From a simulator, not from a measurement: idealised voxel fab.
voxel transistor to metal: a process module
FYI the section here is cut, 180 nm wide, cells are 5 nm squares.
If you're reading a cross-section in this doc, picture square cells in a grid; it comes to you as bands, top ones listed first down to the bottom, and a band can be one or more rows of cells.
What a band's entry tells you: where the top is and where the bottom is, as heights in nm, and after that what lies inside, material by material from left to right, each with its width in nm. Empty space is written as the word "blank", and a single material marked with the word "everywhere" occupies the band from edge to edge.
We count height from 0. Below that, the starting wafer is all one material. The lowest band never ends at the bottom but goes on down; see "from 0 down" for how that is written.
The expression "30..40" gives the width at the extremes of the band, the first number at its top row of cells and the second at its bottom row, with the width changing by equal amounts from each row to the next in between.
No cell of the cross-section changed in a step that is given as "no alteration".
"Entrapped voids": empty spaces of 8 cells or more with no open way to the top, each given as width x height at distance, distance from the left edge, all in nm.
If you see something after the settings on a step's line, that's the simulator's own remark about that step.
"overlay nm" answers the question of how far to the right of plan the mask lay on a step that has a mask, and when it is negative the answer is to the left.
## Planned process steps
1. RECEIVE with material Si
2. OXIDIZE with depth nm 5
3. CONFORMAL_DEP with material SiN, thk nm 10
4. DIRECTIONAL_DEP with material aC, thk nm 15
5. PATTERN with tone cover, mask id ACTIVE, material resist, width nm 125, thk nm 35, overlay nm 0
6. DIRECTIONAL_ETCH with etch materials aC, depth nm 15
7. STRIP with etch materials resist
8. DIRECTIONAL_ETCH with etch materials SiN, depth nm 10
9. DIRECTIONAL_ETCH with etch materials SiO2, depth nm 5
10. DIRECTIONAL_ETCH with etch materials Si, depth nm 35
11. STRIP with etch materials aC
12. OXIDIZE with depth nm 5
13. FILL_DEP with material SiO2, thk nm 5
14. CMP with height nm 10
15. SELECTIVE_ETCH with etch materials SiO2, depth nm 5
16. STRIP with etch materials SiN
17. SELECTIVE_ETCH with etch materials SiO2, depth nm 5
18. OXIDIZE with depth nm 5
19. DIRECTIONAL_DEP with material polySi, thk nm 25
20. DIRECTIONAL_DEP with material SiCN, thk nm 15
21. DIRECTIONAL_DEP with material aC, thk nm 10
22. PATTERN with tone cover, mask id GATE, material resist, width nm 35, thk nm 30, overlay nm 0
23. DIRECTIONAL_ETCH with etch materials aC, depth nm 10
24. STRIP with etch materials resist
25. DIRECTIONAL_ETCH with etch materials SiCN, depth nm 25
26. DIRECTIONAL_ETCH with etch materials polySi, depth nm 35
27. STRIP with etch materials aC
28. CONFORMAL_DEP with material SiN, thk nm 5
29. DIRECTIONAL_ETCH with etch materials SiN, depth nm 5
30. DIRECTIONAL_ETCH with etch materials SiO2, depth nm 5
31. DIRECTIONAL_ETCH with etch materials Si, depth nm 5
32. EPI with material pSi, thk nm 10
33. FILL_DEP with material SiO2, thk nm 10
34. CMP with height nm 20
35. STRIP with etch materials polySi
36. SELECTIVE_ETCH with etch materials SiO2, depth nm 5
37. CONFORMAL_DEP with material HfO2, thk nm 5
38. CONFORMAL_DEP with material TiN, thk nm 5
39. FILL_DEP with material W, thk nm 10
40. CMP with height nm 15
41. DIRECTIONAL_DEP with material SiO2, thk nm 10
42. MASKED_ETCH with tone open, mask id CONTACT, width nm 15, pitch nm 90, etch materials SiO2, depth nm 30, overlay nm 0
43. CONFORMAL_DEP with material TiN, thk nm 5
44. FILL_DEP with material W, thk nm 5
45. CMP with height nm 25
46. CONFORMAL_DEP with material SiN, thk nm 5
47. DIRECTIONAL_DEP with material lowk, thk nm 20
48. PATTERN with tone open, mask id METAL_1, material resist, width nm 15, pitch nm 90, thk nm 15, overlay nm 0
49. DIRECTIONAL_ETCH with etch materials lowk, depth nm 20
50. DIRECTIONAL_ETCH with etch materials SiN, depth nm 5
51. STRIP with etch materials resist
52. CONFORMAL_DEP with material TiN, thk nm 5
53. FILL_DEP with material Cu, thk nm 5
54. CMP with height nm 50
55. EPI with material Ru, thk nm 5
56. FILL_DEP with material SiCN, thk nm 5
## Step 1 complete: cross-section of the wafer as received
from 0 down  Si everywhere
Entrapped voids: none
## Starting wafer: above. Plan: above. Run: one mistake. Cross-section after the module: below
from 60 to 55  SiCN everywhere
from 55 to 50  SiCN: 30 / Ru: 25 / SiCN: 65 / Ru: 25 / SiCN: 35
from 50 to 30  lowk: 35 / TiN: 5 / Cu: 5 / TiN: 5 / lowk: 75 / TiN: 5 / Cu: 5 / TiN: 5 / lowk: 40
from 30 to 25  SiN: 35 / TiN: 15 / SiN: 75 / TiN: 15 / SiN: 40
from 25 to 15  SiO2: 35 / TiN: 5 / Cu: 5 / TiN: 5 / SiO2: 75 / TiN: 5 / Cu: 5 / TiN: 5 / SiO2: 40
from 15 to 0  SiO2: 35 / TiN: 5 / Cu: 5 / TiN: 5 / SiO2: 15 / SiN: 5 / HfO2: 5 / TiN: 5 / W: 15 / TiN: 5 / HfO2: 5 / SiN: 5 / SiO2: 15 / TiN: 5 / Cu: 5 / TiN: 5 / SiO2: 40
from 0 to -5  SiO2: 20 / SiN: 5 / SiO2: 10 / TiN: 15 / SiO2: 5 / pSi: 10 / SiN: 5 / HfO2: 5 / TiN: 25 / HfO2: 5 / SiN: 5 / pSi: 10 / SiO2: 5 / TiN: 15 / SiO2: 10 / SiN: 5 / SiO2: 25
from -5 to -10  SiO2: 25 / pSi: 40 / HfO2: 45 / pSi: 40 / SiO2: 30
from -10 to -15  SiO2: 30 / pSi: 35 / Si: 45 / pSi: 35 / SiO2: 35
from -15 to -45  SiO2: 30 / Si: 115 / SiO2: 35
from -45 down  Si everywhere
Entrapped voids: none
what went wrong: it should be noted that step 44 was executed with settings other than those planned, the operation and settings actually applied being FILL_DEP with material Cu, thk nm 5
